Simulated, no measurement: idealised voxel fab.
Herein follows the process module entitled voxel air gaps.
The cross-section shown here is cut; it is 155 nm wide and divided into square cells measuring 5 nm on a side.
We lay out every cross-section as a grid of square cells and spell it out in bands from the top down, where one band means one or more rows of cells.
Heights first: top, then bottom, in nm. Then materials, left to right, each with a width in nm. "all across" on a single material: fills the band edge to edge. "air": empty space.
Heights from 0 (as-received wafer is one material below). Bottom band endless downward, as "from 0 down".
Width spec "30..40" -> top row of cells at first value, bottom row at second value, equal per-row change in between.
You'll sometimes find "no modifications" written for a step, and that's the way of saying that nowhere in the cross-section did a cell change during that step.
You'll see "Completely enclosed voids" listing empty spaces that have no way open to the top, as long as they're 8 cells or more; the notation is width x height at distance, where the distance is from the left edge, and all of it is in nm.
Anything after a step's settings on that line? It's the simulator's own note about the step.
overlay nm: mask right of planned place by this much (step with mask). Neg. = left.
Below is the list of planned process steps
1: RECEIVE | material Si
2: CONFORMAL_DEP | material SiO2 | thk nm 10
3: CONFORMAL_DEP | material SiCN | thk nm 5
4: DIRECTIONAL_DEP | material lowk | thk nm 30
5: DIRECTIONAL_DEP | material aC | thk nm 10
6: PATTERN | tone open | mask id LINES | material resist | width nm 20 | pitch nm 45 | thk nm 25 | overlay nm 0
7: DIRECTIONAL_ETCH | etch materials aC | depth nm 10
8: STRIP | etch materials resist
9: DIRECTIONAL_ETCH | etch materials lowk | depth nm 30
10: STRIP | etch materials aC
11: CONFORMAL_DEP | material TiN | thk nm 5
12: FILL_DEP | material Cu | thk nm 5
13: CMP | height nm 45
14: EPI | material Ru | thk nm 10
15: SELECTIVE_ETCH | etch materials lowk | depth nm 40
16: CONFORMAL_DEP | material SiCN | thk nm 5
First of two wafers - as planned
Cross-section: wafer on arrival = after step 1
from 0 down | Si all across
Completely enclosed voids: none
Cross-section: wafer state after step 2
from 10 to 0 | SiO2 all across
Below 0, no change.
Cross-section: wafer state after step 3
from 15 to 10 | SiCN all across
Below 10, no change.
Cross-section: wafer state after step 4
from 45 to 15 | lowk all across
Below 15, no change.
Cross-section: wafer state after step 5
from 55 to 45 | aC all across
Below 45, no change.
Cross-section: wafer state after step 6
from 80 to 55 | resist (20)  air (20)  resist (25)  air (20)  resist (25)  air (20)  resist (25)
Below 55, no change.
Cross-section: wafer state after step 7
from 70 to 55 | resist (20)  air (20)  resist (25)  air (20)  resist (25)  air (20)  resist (25)
from 55 to 45 | aC (20)  air (20)  aC (25)  air (20)  aC (25)  air (20)  aC (25)
Below 45, no change.
Cross-section: wafer state after step 8
from 55 to 45 | aC (20)  air (20)  aC (25)  air (20)  aC (25)  air (20)  aC (25)
Below 45, no change.
Cross-section: wafer state after step 9
from 55 to 45 | aC (20)  air (20)  aC (25)  air (20)  aC (25)  air (20)  aC (25)
from 45 to 15 | lowk (20)  air (20)  lowk (25)  air (20)  lowk (25)  air (20)  lowk (25)
Below 15, no change.
Cross-section: wafer state after step 10
from 45 to 15 | lowk (20)  air (20)  lowk (25)  air (20)  lowk (25)  air (20)  lowk (25)
Below 15, no change.
Cross-section: wafer state after step 11
from 50 to 45 | TiN (25)  air (10)  TiN (35)  air (10)  TiN (35)  air (10)  TiN (30)
from 45 to 20 | lowk (20)  TiN (5)  air (10)  TiN (5)  lowk (25)  TiN (5)  air (10)  TiN (5)  lowk (25)  TiN (5)  air (10)  TiN (5)  lowk (25)
from 20 to 15 | lowk (20)  TiN (20)  lowk (25)  TiN (20)  lowk (25)  TiN (20)  lowk (25)
Below 15, no change.
Cross-section: wafer state after step 12
from 55 to 50 | Cu all across
from 50 to 45 | TiN (25)  Cu (10)  TiN (35)  Cu (10)  TiN (35)  Cu (10)  TiN (30)
from 45 to 20 | lowk (20)  TiN (5)  Cu (10)  TiN (5)  lowk (25)  TiN (5)  Cu (10)  TiN (5)  lowk (25)  TiN (5)  Cu (10)  TiN (5)  lowk (25)
Below 20, no change.
Cross-section: wafer state after step 13
from 45 to 20 | lowk (20)  TiN (5)  Cu (10)  TiN (5)  lowk (25)  TiN (5)  Cu (10)  TiN (5)  lowk (25)  TiN (5)  Cu (10)  TiN (5)  lowk (25)
Below 20, no change.
Cross-section: wafer state after step 14
from 55 to 45 | air (10)  Ru (40)  air (5)  Ru (40)  air (5)  Ru (40)  air (15)
Below 45, no change.
Cross-section: wafer state after step 15
from 55 to 45 | air (10)  Ru (40)  air (5)  Ru (40)  air (5)  Ru (40)  air (15)
from 45 to 20 | air (20)  TiN (5)  Cu (10)  TiN (5)  air (25)  TiN (5)  Cu (10)  TiN (5)  air (25)  TiN (5)  Cu (10)  TiN (5)  air (25)
from 20 to 15 | air (20)  TiN (20)  air (25)  TiN (20)  air (25)  TiN (20)  air (25)
Below 15, no change.
Cross-section: wafer state after step 16
from 60 to 55 | air (5)  SiCN (140)  air (10)
from 55 to 45 | air (5)  SiCN (5)  Ru (40)  SiCN (5)  Ru (40)  SiCN (5)  Ru (40)  SiCN (5)  air (10)
from 45 to 40 | air (5)  SiCN (15)  TiN (5)  Cu (10)  TiN (5)  SiCN (25)  TiN (5)  Cu (10)  TiN (5)  SiCN (25)  TiN (5)  Cu (10)  TiN (5)  SiCN (15)  air (10)
from 40 to 20 | air (15)  SiCN (5)  TiN (5)  Cu (10)  TiN (5)  SiCN (5)  air (15)  SiCN (5)  TiN (5)  Cu (10)  TiN (5)  SiCN (5)  air (15)  SiCN (5)  TiN (5)  Cu (10)  TiN (5)  SiCN (5)  air (20)
from 20 to 15 | SiCN (20)  TiN (20)  SiCN (25)  TiN (20)  SiCN (25)  TiN (20)  SiCN (25)
Below 15, no change.
Completely enclosed voids: 15 x 20 at 45; 15 x 20 at 90
It is to be noted that the second wafer proceeded from the same initial state and according to the same plan as the first, although one mistake was committed in its execution; through step 1, inclusive, the two wafers share an identical history
Second wafer cross-section, taken as of the time the plan sets for step 2 to be done: no modifications
Second wafer cross-section, taken as of the time the plan sets for step 3 to be done
from 5 to 0 | SiCN all across
Below 0, no change.
Second wafer cross-section, taken as of the time the plan sets for step 4 to be done
from 35 to 5 | lowk all across
Below 5, no change.
Second wafer cross-section, taken as of the time the plan sets for step 5 to be done
from 45 to 35 | aC all across
Below 35, no change.
Second wafer cross-section, taken as of the time the plan sets for step 6 to be done
from 70 to 45 | resist (20)  air (20)  resist (25)  air (20)  resist (25)  air (20)  resist (25)
Below 45, no change.
Second wafer cross-section, taken as of the time the plan sets for step 7 to be done
from 60 to 45 | resist (20)  air (20)  resist (25)  air (20)  resist (25)  air (20)  resist (25)
from 45 to 35 | aC (20)  air (20)  aC (25)  air (20)  aC (25)  air (20)  aC (25)
Below 35, no change.
Second wafer cross-section, taken as of the time the plan sets for step 8 to be done
from 45 to 35 | aC (20)  air (20)  aC (25)  air (20)  aC (25)  air (20)  aC (25)
Below 35, no change.
Second wafer cross-section, taken as of the time the plan sets for step 9 to be done
from 45 to 35 | aC (20)  air (20)  aC (25)  air (20)  aC (25)  air (20)  aC (25)
from 35 to 5 | lowk (20)  air (20)  lowk (25)  air (20)  lowk (25)  air (20)  lowk (25)
Below 5, no change.
Second wafer cross-section, taken as of the time the plan sets for step 10 to be done
from 35 to 5 | lowk (20)  air (20)  lowk (25)  air (20)  lowk (25)  air (20)  lowk (25)
Below 5, no change.
Second wafer cross-section, taken as of the time the plan sets for step 11 to be done
from 40 to 35 | TiN (25)  air (10)  TiN (35)  air (10)  TiN (35)  air (10)  TiN (30)
from 35 to 10 | lowk (20)  TiN (5)  air (10)  TiN (5)  lowk (25)  TiN (5)  air (10)  TiN (5)  lowk (25)  TiN (5)  air (10)  TiN (5)  lowk (25)
from 10 to 5 | lowk (20)  TiN (20)  lowk (25)  TiN (20)  lowk (25)  TiN (20)  lowk (25)
Below 5, no change.
Second wafer cross-section, taken as of the time the plan sets for step 12 to be done
from 45 to 40 | Cu all across
from 40 to 35 | TiN (25)  Cu (10)  TiN (35)  Cu (10)  TiN (35)  Cu (10)  TiN (30)
from 35 to 10 | lowk (20)  TiN (5)  Cu (10)  TiN (5)  lowk (25)  TiN (5)  Cu (10)  TiN (5)  lowk (25)  TiN (5)  Cu (10)  TiN (5)  lowk (25)
Below 10, no change.
Second wafer cross-section, taken as of the time the plan sets for step 13 to be done: no modifications
Second wafer cross-section, taken as of the time the plan sets for step 14 to be done
from 55 to 45 | Ru all across
Below 45, no change.
Second wafer cross-section, taken as of the time the plan sets for step 15 to be done: no modifications
Second wafer cross-section, taken as of the time the plan sets for step 16 to be done
from 60 to 55 | SiCN all across
Below 55, no change.
what went wrong: plan step 2 never ran because it was skipped
End of process, cell counts, second wafer against first, materials with more or fewer: Cu +37; Ru +14; SiCN -64; SiO2 -62; TiN +25; lowk +114
So at the end we're looking at 2 closed voids on the first wafer and 0 on the second.
